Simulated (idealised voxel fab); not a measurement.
process module | voxel self aligned contacts
cross-section cut | 215 nm wide | cells 5 nm
A cross-section is a grid of square cells, given in bands from the top down. A band is one or more rows of cells.
Each band's line starts with the height of the band's top and of its bottom, in nm. Then come its materials from left to right, each with its width in nm. One material with "throughout" fills the band from edge to edge. "air" is empty space.
Height 0 is the level under which the wafer as received is all one material. The lowest band goes on downwards, as in "0 down".
A width such as "30 to 40" changes by the same amount from each row of cells to the next, from the band's top row to its bottom row.
"no change" after a step means that no cell of the cross-section changed.
closed voids: empty space of 8 cells or more with no open way to the top, each as width x height at its distance from the left edge, in nm
after a step's settings: what the simulator itself notes on the step
overlay nm, on a step with a mask: how far to the right of its planned place the mask lay; to the left if negative
plan
1 op RECEIVE | material Si
2 op CONFORMAL_DEP | material SiO2 | thk nm 5
3 op DIRECTIONAL_DEP | material polySi | thk nm 20
4 op DIRECTIONAL_DEP | material SiN | thk nm 25
5 op PATTERN | tone cover | mask id GATE | material resist | width nm 35 | pitch nm 75 | thk nm 15 | overlay nm 0
6 op DIRECTIONAL_ETCH | etch materials SiN | depth nm 25
7 op DIRECTIONAL_ETCH | etch materials polySi | depth nm 20
8 op STRIP | etch materials resist
9 op CONFORMAL_DEP | material SiN | thk nm 10
10 op DIRECTIONAL_ETCH | etch materials SiN | depth nm 10
11 op FILL_DEP | material SiO2 | thk nm 20
12 op CMP | height nm 60
13 op DIRECTIONAL_DEP | material aC | thk nm 10
14 op PATTERN | tone open | mask id CONTACT | material resist | width nm 50 | pitch nm 75 | thk nm 25 | overlay nm 0
15 op DIRECTIONAL_ETCH | etch materials aC | depth nm 10
16 op STRIP | etch materials resist
17 op DIRECTIONAL_ETCH | etch materials SiO2 | depth nm 60
18 op STRIP | etch materials aC
19 op CONFORMAL_DEP | material TiN | thk nm 5
20 op FILL_DEP | material Ru | thk nm 10
21 op CMP | height nm 60
22 op CONFORMAL_DEP | material SiCN | thk nm 5
as received, after step 1
  0 down: Si throughout
  closed voids: none
a wafer at the end: this start, this plan, one mistake
  65 to 60: Ru throughout
  60 to 50: SiO2 45 | TiN 5 to 20 | Ru 40 to 10 | TiN 5 to 20 | SiO2 25 | TiN 5 to 20 | Ru 40 to 10 | TiN 5 to 20 | SiO2 45
  50 to 25: SiO2 5 | SiN 55 | TiN 5 | Ru 10 | TiN 5 | SiN 55 | TiN 5 | Ru 10 | TiN 5 | SiN 55 | SiO2 5
  25 to 5: SiO2 5 | SiN 10 | polySi 35 | SiN 10 | TiN 5 | Ru 10 | TiN 5 | SiN 10 | polySi 35 | SiN 10 | TiN 5 | Ru 10 | TiN 5 | SiN 10 | polySi 35 | SiN 10 | SiO2 5
  5 to 0: SiO2 60 | TiN 20 | SiO2 55 | TiN 20 | SiO2 60
  0 down: Si throughout
  closed voids: none
what went wrong: step 22 ran as: op CONFORMAL_DEP | material Ru | thk nm 5
